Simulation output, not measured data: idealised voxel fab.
The process module that follows is named voxel lift off.
Each square cell in cross-section cut measures 5 nm, and the section as a whole is 245 nm wide.
A cross-section in this document is a grid of square cells, and it is written down as bands, the top band listed before the ones below it; a band is made up of one or more rows of cells. Band: top height; bottom height; in nm. Then, left to right: material with width in nm, for each material. "throughout": a single material spanning edge to edge. "empty": empty space. Beneath 0, the wafer as received is one material, and that level is where height counting begins. The lowest band goes on downward without a bottom; it is written like "0 -> down". A width such as "30..40" changes by the same amount from each row of cells to the next, from the band's top row to its bottom row. Reading "no alteration" for a step: not a cell of the cross-section changed in it. "Enclosed void entries" contains a list of empty spaces, each no smaller than 8 cells and without an open way to the top, written in the form width x height at distance with the distance from the left edge and all three in nm. Anything after a step's settings on that line? It's the simulator's own note about the step. overlay nm: mask right of planned place by this much (step with mask). Neg. = left.

**Planned process steps**
1. RECEIVE (material Si)
2. CONFORMAL_DEP (material SiO2; thk nm 5)
3. PATTERN (tone open; mask id LINES; material resist; width nm 20; pitch nm 55; thk nm 20; overlay nm 0)
4. DIRECTIONAL_DEP (material Ru; thk nm 10)
5. STRIP (etch materials resist)
6. CONFORMAL_DEP (material SiO2; thk nm 5)
The width nm used in step 3 is not the same on every wafer, whereas the starting condition is; the value printed in the plan is the first wafer's.

**First of several wafers (as received, post step 1), cross-sectional view**
	0 -> down  Si throughout
	Enclosed void entries: none

**Below, a row for every wafer. Read it as the end-of-module picture: for each material the wafer shows its cells gained (+) or lost (-) since it was received, and then its closed voids**
width nm 20, +16 Ru, +106 SiO2, Enclosed void entries: none
width nm 25, +20 Ru, +106 SiO2, Enclosed void entries: none
width nm 30, +24 Ru, +106 SiO2, Enclosed void entries: none
width nm 35, +28 Ru, +106 SiO2, Enclosed void entries: none
width nm 40, +32 Ru, +106 SiO2, Enclosed void entries: none
